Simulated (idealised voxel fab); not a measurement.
The process module presented herein is designated voxel self aligned vias.
Xsec cut, 160 nm wide, square cell size 5 nm.
Cross-section format: a grid of square cells, given as bands from top to bottom; each band is one or more rows of cells. The entry gives the band's vertical extent as a top height and a bottom height in nm, then its horizontal make-up as materials from left to right, each with a width in nm. "blank" stands for empty space; a single material marked "throughout" fills the band edge to edge. Note: height 0 marks the level under which the wafer is uniformly one material as received. Lowest band unbounded below, written "0..down". When a width is written as two numbers, as in "30->40", the first number is the width in the top row of cells of the band and the second is the width in its bottom row, and the width changes by the same amount from each row to the next. Basically "nothing was modified" means that step didn't change any cell in the cross-section. The list in "Trapped void list" covers empty spaces of 8 cells or more that cannot reach the top through any open way, and it gives each as width x height at distance; the distance is from the left edge, and width, height and distance are in nm. Heads up: the bit after the settings on a step's line is the simulator's remark on that step. "overlay nm" on a masked step: distance the mask lay right of its planned place, negative for left.
THE STEPS PLANNED FOR THE PROCESS ARE AS FOLLOWS
1,RECEIVE,material Si
2,CONFORMAL_DEP,material SiO2,thk nm 15
3,CONFORMAL_DEP,material SiCN,thk nm 5
4,DIRECTIONAL_DEP,material lowk,thk nm 20
5,MASKED_ETCH,tone open,mask id LINES,width nm 20,pitch nm 45,etch materials lowk,depth nm 20,overlay nm 0
6,CONFORMAL_DEP,material TiN,thk nm 5
7,FILL_DEP,material W,thk nm 5
8,CMP,height nm 40
9,SELECTIVE_ETCH,etch materials W Ru TiN,depth nm 10
10,FILL_DEP,material SiN,thk nm 5
11,CMP,height nm 40
12,DIRECTIONAL_DEP,material lowk,thk nm 15
13,PATTERN,tone open,mask id VIAS,material resist,width nm 30,pitch nm 45,thk nm 20,overlay nm 0
14,DIRECTIONAL_ETCH,etch materials lowk,depth nm 15
15,DIRECTIONAL_ETCH,etch materials SiN,depth nm 10
16,STRIP,etch materials resist
17,CONFORMAL_DEP,material TiN,thk nm 5
18,FILL_DEP,material Ru,thk nm 5
19,CMP,height nm 55
20,CONFORMAL_DEP,material SiN,thk nm 5
WAFER, FIRST OF TWO, RUN AS PLANNED
THE CROSS-SECTION HERE SHOWS THE WAFER AS RECEIVED, I.E. IN ITS STATE AFTER STEP 1
- 0..down  Si throughout
- Trapped void list: none
CROSS-SECTIONAL REPRESENTATION OF THE WAFER AT THE CONCLUSION OF STEP 2
- 15..0  SiO2 throughout
- For the remainder of the cross-section, below 0, there is no change.
CROSS-SECTIONAL REPRESENTATION OF THE WAFER AT THE CONCLUSION OF STEP 3
- 20..15  SiCN throughout
- For the remainder of the cross-section, below 15, there is no change.
CROSS-SECTIONAL REPRESENTATION OF THE WAFER AT THE CONCLUSION OF STEP 4
- 40..20  lowk throughout
- For the remainder of the cross-section, below 20, there is no change.
CROSS-SECTIONAL REPRESENTATION OF THE WAFER AT THE CONCLUSION OF STEP 5
- 40..20  45 of lowk | 20 of blank | 25 of lowk | 20 of blank | 50 of lowk
- For the remainder of the cross-section, below 20, there is no change.
CROSS-SECTIONAL REPRESENTATION OF THE WAFER AT THE CONCLUSION OF STEP 6
- 45..40  50 of TiN | 10 of blank | 35 of TiN | 10 of blank | 55 of TiN
- 40..25  45 of lowk | 5 of TiN | 10 of blank | 5 of TiN | 25 of lowk | 5 of TiN | 10 of blank | 5 of TiN | 50 of lowk
- 25..20  45 of lowk | 20 of TiN | 25 of lowk | 20 of TiN | 50 of lowk
- For the remainder of the cross-section, below 20, there is no change.
CROSS-SECTIONAL REPRESENTATION OF THE WAFER AT THE CONCLUSION OF STEP 7
- 50..45  W throughout
- 45..40  50 of TiN | 10 of W | 35 of TiN | 10 of W | 55 of TiN
- 40..25  45 of lowk | 5 of TiN | 10 of W | 5 of TiN | 25 of lowk | 5 of TiN | 10 of W | 5 of TiN | 50 of lowk
- For the remainder of the cross-section, below 25, there is no change.
CROSS-SECTIONAL REPRESENTATION OF THE WAFER AT THE CONCLUSION OF STEP 8
- 40..25  45 of lowk | 5 of TiN | 10 of W | 5 of TiN | 25 of lowk | 5 of TiN | 10 of W | 5 of TiN | 50 of lowk
- For the remainder of the cross-section, below 25, there is no change.
CROSS-SECTIONAL REPRESENTATION OF THE WAFER AT THE CONCLUSION OF STEP 9
- 40..30  45 of lowk | 20 of blank | 25 of lowk | 20 of blank | 50 of lowk
- For the remainder of the cross-section, below 30, there is no change.
CROSS-SECTIONAL REPRESENTATION OF THE WAFER AT THE CONCLUSION OF STEP 10
- 45..40  SiN throughout
- 40..30  45 of lowk | 20 of SiN | 25 of lowk | 20 of SiN | 50 of lowk
- For the remainder of the cross-section, below 30, there is no change.
CROSS-SECTIONAL REPRESENTATION OF THE WAFER AT THE CONCLUSION OF STEP 11
- 40..30  45 of lowk | 20 of SiN | 25 of lowk | 20 of SiN | 50 of lowk
- For the remainder of the cross-section, below 30, there is no change.
CROSS-SECTIONAL REPRESENTATION OF THE WAFER AT THE CONCLUSION OF STEP 12
- 55..40  lowk throughout
- For the remainder of the cross-section, below 40, there is no change.
CROSS-SECTIONAL REPRESENTATION OF THE WAFER AT THE CONCLUSION OF STEP 13
- 75..55  40 of resist | 30 of blank | 15 of resist | 30 of blank | 45 of resist
- For the remainder of the cross-section, below 55, there is no change.
CROSS-SECTIONAL REPRESENTATION OF THE WAFER AT THE CONCLUSION OF STEP 14
- 75..55  40 of resist | 30 of blank | 15 of resist | 30 of blank | 45 of resist
- 55..40  40 of lowk | 30 of blank | 15 of lowk | 30 of blank | 45 of lowk
- For the remainder of the cross-section, below 40, there is no change.
CROSS-SECTIONAL REPRESENTATION OF THE WAFER AT THE CONCLUSION OF STEP 15
- 75..55  40 of resist | 30 of blank | 15 of resist | 30 of blank | 45 of resist
- 55..40  40 of lowk | 30 of blank | 15 of lowk | 30 of blank | 45 of lowk
- 40..30  45 of lowk | 20 of blank | 25 of lowk | 20 of blank | 50 of lowk
- For the remainder of the cross-section, below 30, there is no change.
CROSS-SECTIONAL REPRESENTATION OF THE WAFER AT THE CONCLUSION OF STEP 16
- 55..40  40 of lowk | 30 of blank | 15 of lowk | 30 of blank | 45 of lowk
- For the remainder of the cross-section, below 40, there is no change.
CROSS-SECTIONAL REPRESENTATION OF THE WAFER AT THE CONCLUSION OF STEP 17
- 60..55  45 of TiN | 20 of blank | 25 of TiN | 20 of blank | 50 of TiN
- 55..45  40 of lowk | 5 of TiN | 20 of blank | 5 of TiN | 15 of lowk | 5 of TiN | 20 of blank | 5 of TiN | 45 of lowk
- 45..35  40->45 of lowk | 10->5 of TiN | 10 of blank | 10->5 of TiN | 15->25 of lowk | 10->5 of TiN | 10 of blank | 10->5 of TiN | 45->50 of lowk
- 35..30  45 of lowk | 20 of TiN | 25 of lowk | 20 of TiN | 50 of lowk
- For the remainder of the cross-section, below 30, there is no change.
CROSS-SECTIONAL REPRESENTATION OF THE WAFER AT THE CONCLUSION OF STEP 18
- 65..60  Ru throughout
- 60..55  45 of TiN | 20 of Ru | 25 of TiN | 20 of Ru | 50 of TiN
- 55..45  40 of lowk | 5 of TiN | 20 of Ru | 5 of TiN | 15 of lowk | 5 of TiN | 20 of Ru | 5 of TiN | 45 of lowk
- 45..35  40->45 of lowk | 10->5 of TiN | 10 of Ru | 10->5 of TiN | 15->25 of lowk | 10->5 of TiN | 10 of Ru | 10->5 of TiN | 45->50 of lowk
- For the remainder of the cross-section, below 35, there is no change.
CROSS-SECTIONAL REPRESENTATION OF THE WAFER AT THE CONCLUSION OF STEP 19
- 55..45  40 of lowk | 5 of TiN | 20 of Ru | 5 of TiN | 15 of lowk | 5 of TiN | 20 of Ru | 5 of TiN | 45 of lowk
- For the remainder of the cross-section, below 45, there is no change.
CROSS-SECTIONAL REPRESENTATION OF THE WAFER AT THE CONCLUSION OF STEP 20
- 60..55  SiN throughout
- For the remainder of the cross-section, below 55, there is no change.
COMPANION WAFER, THE SECOND OF TWO: SAME BEGINNING, SAME INTENDED SEQUENCE, ONE MISTAKE IN CARRYING IT OUT; THROUGH STEP 12 INCLUSIVE IT TRACKS THE FIRST EXACTLY
WHAT THE SECOND WAFER LOOKS LIKE IN CROSS-SECTION WHEN STEP 13 SHOULD HAVE WRAPPED UP
- 75..55  35 of resist | 30 of blank | 15 of resist | 30 of blank | 50 of resist
- For the remainder of the cross-section, below 55, there is no change.
WHAT THE SECOND WAFER LOOKS LIKE IN CROSS-SECTION WHEN STEP 14 SHOULD HAVE WRAPPED UP
- 75..55  35 of resist | 30 of blank | 15 of resist | 30 of blank | 50 of resist
- 55..40  35 of lowk | 30 of blank | 15 of lowk | 30 of blank | 50 of lowk
- For the remainder of the cross-section, below 40, there is no change.
WHAT THE SECOND WAFER LOOKS LIKE IN CROSS-SECTION WHEN STEP 15 SHOULD HAVE WRAPPED UP
- 75..55  35 of resist | 30 of blank | 15 of resist | 30 of blank | 50 of resist
- 55..40  35 of lowk | 30 of blank | 15 of lowk | 30 of blank | 50 of lowk
- 40..30  45 of lowk | 20 of blank | 25 of lowk | 20 of blank | 50 of lowk
- For the remainder of the cross-section, below 30, there is no change.
WHAT THE SECOND WAFER LOOKS LIKE IN CROSS-SECTION WHEN STEP 16 SHOULD HAVE WRAPPED UP
- 55..40  35 of lowk | 30 of blank | 15 of lowk | 30 of blank | 50 of lowk
- For the remainder of the cross-section, below 40, there is no change.
WHAT THE SECOND WAFER LOOKS LIKE IN CROSS-SECTION WHEN STEP 17 SHOULD HAVE WRAPPED UP
- 60..55  40 of TiN | 20 of blank | 25 of TiN | 20 of blank | 55 of TiN
- 55..45  35 of lowk | 5 of TiN | 20 of blank | 5 of TiN | 15 of lowk | 5 of TiN | 20 of blank | 5 of TiN | 50 of lowk
- 45..35  35->45 of lowk | 15->5 of TiN | 10 of blank | 5 of TiN | 15->25 of lowk | 15->5 of TiN | 10 of blank | 5 of TiN | 50 of lowk
- 35..30  45 of lowk | 20 of TiN | 25 of lowk | 20 of TiN | 50 of lowk
- For the remainder of the cross-section, below 30, there is no change.
WHAT THE SECOND WAFER LOOKS LIKE IN CROSS-SECTION WHEN STEP 18 SHOULD HAVE WRAPPED UP
- 65..60  Ru throughout
- 60..55  40 of TiN | 20 of Ru | 25 of TiN | 20 of Ru | 55 of TiN
- 55..45  35 of lowk | 5 of TiN | 20 of Ru | 5 of TiN | 15 of lowk | 5 of TiN | 20 of Ru | 5 of TiN | 50 of lowk
- 45..35  35->45 of lowk | 15->5 of TiN | 10 of Ru | 5 of TiN | 15->25 of lowk | 15->5 of TiN | 10 of Ru | 5 of TiN | 50 of lowk
- For the remainder of the cross-section, below 35, there is no change.
WHAT THE SECOND WAFER LOOKS LIKE IN CROSS-SECTION WHEN STEP 19 SHOULD HAVE WRAPPED UP
- 55..45  35 of lowk | 5 of TiN | 20 of Ru | 5 of TiN | 15 of lowk | 5 of TiN | 20 of Ru | 5 of TiN | 50 of lowk
- For the remainder of the cross-section, below 45, there is no change.
WHAT THE SECOND WAFER LOOKS LIKE IN CROSS-SECTION WHEN STEP 20 SHOULD HAVE WRAPPED UP
- 60..55  SiN throughout
- For the remainder of the cross-section, below 55, there is no change.
The mistake made against the process plan was this: not per plan at step 13, really ran PATTERN,tone open,mask id VIAS,material resist,width nm 30,pitch nm 45,thk nm 20,overlay nm -5
at the end the second wafer has, in cells: as many of each material as the first, in other places
